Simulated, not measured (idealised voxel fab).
You're looking at the process module voxel self aligned vias.
FYI the section here is cut, 285 nm wide, cells are 5 nm squares.
Cross-section = grid of square cells, listed top down in bands; band = one or more rows.
Per band: top height and bottom height in nm, followed by the left-to-right materials and their widths in nm; "edge to edge" marks a single material spanning edge to edge, "empty" marks empty space.
Ref level 0: as-received wafer is one material below here. Bottom band extends down with no lower bound ("z 0 and below").
It should be noted that a width expressed as "30..40" varies in equal increments from row to row of cells within the band, taking the value of the first number at the top row and that of the second number at the bottom row.
"no alteration" -> step changed no cross-section cell.
The list in "Closed void inventory" covers empty spaces of 8 cells or more that cannot reach the top through any open way, and it gives each as width x height at distance; the distance is from the left edge, and width, height and distance are in nm.
Heads up: the bit after the settings on a step's line is the simulator's remark on that step.
The optional step-line setting "overlay nm" applies to steps with a mask and quantifies how far to the right of its planned location the mask lay, a negative value indicating leftward placement.
# Listed below are the process steps as planned
- 1: RECEIVE (material Si)
- 2: CONFORMAL_DEP (material SiO2; thk nm 10)
- 3: CONFORMAL_DEP (material SiCN; thk nm 5)
- 4: DIRECTIONAL_DEP (material lowk; thk nm 20)
- 5: DIRECTIONAL_DEP (material aC; thk nm 15)
- 6: PATTERN (tone open; mask id LINES; material resist; width nm 25; pitch nm 55; thk nm 35; overlay nm 0)
- 7: DIRECTIONAL_ETCH (etch materials aC; depth nm 15)
- 8: STRIP (etch materials resist)
- 9: DIRECTIONAL_ETCH (etch materials lowk; depth nm 20)
- 10: STRIP (etch materials aC)
- 11: CONFORMAL_DEP (material TiN; thk nm 5)
- 12: FILL_DEP (material Ru; thk nm 10)
- 13: CMP (height nm 35)
- 14: SELECTIVE_ETCH (etch materials W Ru TiN; depth nm 10)
- 15: FILL_DEP (material SiN; thk nm 10)
- 16: CMP (height nm 35)
- 17: DIRECTIONAL_DEP (material lowk; thk nm 15)
- 18: DIRECTIONAL_DEP (material aC; thk nm 15)
- 19: PATTERN (tone open; mask id VIAS; material resist; width nm 35; pitch nm 110; thk nm 35; overlay nm 0)
- 20: DIRECTIONAL_ETCH (etch materials aC; depth nm 15)
- 21: STRIP (etch materials resist)
- 22: DIRECTIONAL_ETCH (etch materials lowk; depth nm 15)
- 23: DIRECTIONAL_ETCH (etch materials SiN; depth nm 10)
- 24: STRIP (etch materials aC)
- 25: CONFORMAL_DEP (material TiN; thk nm 5)
- 26: FILL_DEP (material W; thk nm 10)
- 27: CMP (height nm 50)
- 28: CONFORMAL_DEP (material SiN; thk nm 5)
# Wafer as received: cross-section following step 1
z 0 and below  Si edge to edge
Closed void inventory: none
# End-of-module cross-section of the first of two wafers, processed as planned
z 55 to 50  SiN edge to edge
z 50 to 40  70 nm lowk / 5 nm TiN / 25 nm W / 5 nm TiN / 75 nm lowk / 5 nm TiN / 25 nm W / 5 nm TiN / 70 nm lowk
z 40 to 35  70 nm lowk / 10 nm TiN / 15 nm W / 10 nm TiN / 75 nm lowk / 10 nm TiN / 15 nm W / 10 nm TiN / 70 nm lowk
z 35 to 30  75 nm lowk / 5 nm TiN / 15 nm W / 5 nm TiN / 30 nm lowk / 25 nm SiN / 30 nm lowk / 5 nm TiN / 15 nm W / 5 nm TiN / 75 nm lowk
z 30 to 25  75 nm lowk / 25 nm TiN / 30 nm lowk / 25 nm SiN / 30 nm lowk / 25 nm TiN / 75 nm lowk
z 25 to 20  75 nm lowk / 5 nm TiN / 15 nm Ru / 5 nm TiN / 30 nm lowk / 5 nm TiN / 15 nm Ru / 5 nm TiN / 30 nm lowk / 5 nm TiN / 15 nm Ru / 5 nm TiN / 75 nm lowk
z 20 to 15  75 nm lowk / 25 nm TiN / 30 nm lowk / 25 nm TiN / 30 nm lowk / 25 nm TiN / 75 nm lowk
z 15 to 10  SiCN edge to edge
z 10 to 0  SiO2 edge to edge
z 0 and below  Si edge to edge
Closed void inventory: none
# Wafer two, sectioned after the module: the first wafer's start, the first wafer's plan, and one mistake in how it was run
z 55 to 50  SiN edge to edge
z 50 to 35  70 nm lowk / 5 nm TiN / 25 nm W / 5 nm TiN / 75 nm lowk / 5 nm TiN / 25 nm W / 5 nm TiN / 70 nm lowk
z 35 to 30  70 nm SiN / 5 nm TiN / 25 nm W / 5 nm TiN / 75 nm SiN / 5 nm TiN / 25 nm W / 5 nm TiN / 70 nm SiN
z 30 to 25  70 nm SiN / 35 nm TiN / 75 nm SiN / 35 nm TiN / 70 nm SiN
z 25 to 15  W edge to edge
z 15 to 10  SiCN edge to edge
z 10 to 0  SiO2 edge to edge
z 0 and below  Si edge to edge
Closed void inventory: none
Deviation noted in wafer processing: step 4 off recipe, ran as DIRECTIONAL_DEP (material W; thk nm 20)
Materials where the second wafer ends with more or fewer cells than the first: 9 fewer of Ru, 76 more of SiN, 21 fewer of TiN, 122 more of W, 168 fewer of lowk
